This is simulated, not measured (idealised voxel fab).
This is a process module. Its name is voxel transistor to metal.
The cross-section shown here is cut; it is 155 nm wide and divided into square cells measuring 5 nm on a side.
A cross-section is written here as square cells arranged in a grid, and it is given in bands from the top down, each band taking up one or more rows of cells. Per band: top height and bottom height in nm, followed by the left-to-right materials and their widths in nm; "throughout" marks a single material spanning edge to edge, "blank" marks empty space. Counting heights begins at 0, where everything beneath is, in the wafer as received, one material. The lowest band has no bottom; it goes on downwards, as "0 down" shows. Width: "30..40" (first number = top row, second number = bottom row, same change from row to row of cells). "no change occurred" (step): cross-section cells unchanged, all of them. Enclosed voids (no open way to top), threshold 8 cells or more, entry "Voids, fully enclosed", notation width x height at distance, distance from left edge, nm. On each step's line, the part that comes after the settings is the simulator's own comment on the step. The "overlay nm" setting may appear on a step's line; for a step that uses a mask, it gives how far to the right of its planned position the mask lay, and a negative value indicates the left.

**Process steps - plan**
1) RECEIVE | material Si
2) OXIDIZE | depth nm 5
3) CONFORMAL_DEP | material SiN | thk nm 10
4) MASKED_ETCH | tone cover | mask id ACTIVE | width nm 120 | etch materials SiN | depth nm 10 | overlay nm 0
5) MASKED_ETCH | tone cover | mask id ACTIVE | width nm 120 | etch materials SiO2 | depth nm 5 | overlay nm 0
6) MASKED_ETCH | tone cover | mask id ACTIVE | width nm 120 | etch materials Si | depth nm 20 | overlay nm 0
7) FILL_DEP | material SiO2 | thk nm 15
8) CMP | height nm 10
9) SELECTIVE_ETCH | etch materials SiO2 | depth nm 10
10) STRIP | etch materials SiN
11) SELECTIVE_ETCH | etch materials SiO2 | depth nm 5
12) OXIDIZE | depth nm 5
13) DIRECTIONAL_DEP | material polySi | thk nm 20
14) DIRECTIONAL_DEP | material SiCN | thk nm 10
15) MASKED_ETCH | tone cover | mask id GATE | width nm 30 | etch materials SiCN | depth nm 20 | overlay nm 0
16) MASKED_ETCH | tone cover | mask id GATE | width nm 30 | etch materials polySi | depth nm 30 | overlay nm 0
17) CONFORMAL_DEP | material SiN | thk nm 10
18) DIRECTIONAL_ETCH | etch materials SiN | depth nm 10
19) DIRECTIONAL_ETCH | etch materials SiO2 | depth nm 5
20) EPI | material pSi | thk nm 5
21) FILL_DEP | material SiO2 | thk nm 5
22) CMP | height nm 15
23) STRIP | etch materials polySi
24) SELECTIVE_ETCH | etch materials SiO2 | depth nm 5
25) CONFORMAL_DEP | material HfO2 | thk nm 5
26) CONFORMAL_DEP | material TiN | thk nm 5
27) FILL_DEP | material W | thk nm 10
28) CMP | height nm 10
29) DIRECTIONAL_DEP | material SiO2 | thk nm 15
30) PATTERN | tone open | mask id CONTACT | material resist | width nm 20 | pitch nm 80 | thk nm 15 | overlay nm 0
31) DIRECTIONAL_ETCH | etch materials SiO2 | depth nm 30
32) STRIP | etch materials resist
33) CONFORMAL_DEP | material TiN | thk nm 5
34) FILL_DEP | material W | thk nm 5
35) CMP | height nm 25
36) DIRECTIONAL_DEP | material TiN | thk nm 5
37) DIRECTIONAL_DEP | material Ru | thk nm 20
38) PATTERN | tone cover | mask id METAL_1 | material resist | width nm 20 | pitch nm 80 | thk nm 15 | overlay nm 0
39) DIRECTIONAL_ETCH | etch materials Ru | depth nm 20
40) DIRECTIONAL_ETCH | etch materials TiN | depth nm 5
41) STRIP | etch materials resist
42) FILL_DEP | material lowk | thk nm 5
43) CMP | height nm 50
44) CONFORMAL_DEP | material SiCN | thk nm 5

**Incoming wafer in cross-section (state: after step 1)**
  0 down | Si throughout
  Voids, fully enclosed: none

**Wafer cross-section at module end: first of two, run to plan**
  55 to 50 | SiCN throughout
  50 to 30 | 25 nm lowk  20 nm Ru  60 nm lowk  20 nm Ru  30 nm lowk
  30 to 25 | 25 nm lowk  20 nm TiN  60 nm lowk  20 nm TiN  30 nm lowk
  25 to 10 | 25 nm SiO2  5 nm TiN  10 nm W  5 nm TiN  60 nm SiO2  5 nm TiN  10 nm W  5 nm TiN  30 nm SiO2
  10 to 0 | 25 nm SiO2  5 nm TiN  10 nm W  5 nm TiN  5 nm SiO2  10 nm SiN  5 nm HfO2  5 nm TiN  10 nm W  5 nm TiN  5 nm HfO2  10 nm SiN  5 nm SiO2  5 nm TiN  10 nm W  5 nm TiN  30 nm SiO2
  0 to -5 | 25 nm SiO2  20 nm TiN  5 nm SiO2  10 nm SiN  5 nm HfO2  20 nm TiN  5 nm HfO2  10 nm SiN  5 nm SiO2  20 nm TiN  30 nm SiO2
  -5 to -10 | 10 nm SiO2  40 nm pSi  5 nm SiO2  40 nm HfO2  5 nm SiO2  40 nm pSi  15 nm SiO2
  -10 to -25 | 15 nm SiO2  120 nm Si  20 nm SiO2
  -25 down | Si throughout
  Voids, fully enclosed: none

**Cross-sectional view: second of two wafers, end of module; start and plan identical to the first, one mistake in running**
  55 to 50 | SiCN throughout
  50 to 30 | 25 nm lowk  20 nm Ru  60 nm lowk  20 nm Ru  30 nm lowk
  30 to 25 | 25 nm lowk  20 nm TiN  60 nm lowk  20 nm TiN  30 nm lowk
  25 to 10 | 25 nm SiO2  5 nm TiN  10 nm W  5 nm TiN  60 nm SiO2  5 nm TiN  10 nm W  5 nm TiN  30 nm SiO2
  10 to 0 | 25 nm SiO2  5 nm TiN  10 nm W  5 nm TiN  5 nm SiO2  10 nm SiN  10 nm TiN  10 nm W  10 nm TiN  10 nm SiN  5 nm SiO2  5 nm TiN  10 nm W  5 nm TiN  30 nm SiO2
  0 to -5 | 25 nm SiO2  20 nm TiN  5 nm SiO2  10 nm SiN  30 nm TiN  10 nm SiN  5 nm SiO2  20 nm TiN  30 nm SiO2
  -5 to -10 | 10 nm SiO2  40 nm pSi  5 nm SiO2  40 nm TiN  5 nm SiO2  40 nm pSi  15 nm SiO2
  -10 to -25 | 15 nm SiO2  120 nm Si  20 nm SiO2
  -25 down | Si throughout
  Voids, fully enclosed: none
So what did we get wrong on this run? step 25: run off-plan, actual operation and settings CONFORMAL_DEP | material TiN | thk nm 5
End of process, cell counts, second wafer against first, materials with more or fewer: HfO2 -14, TiN +14
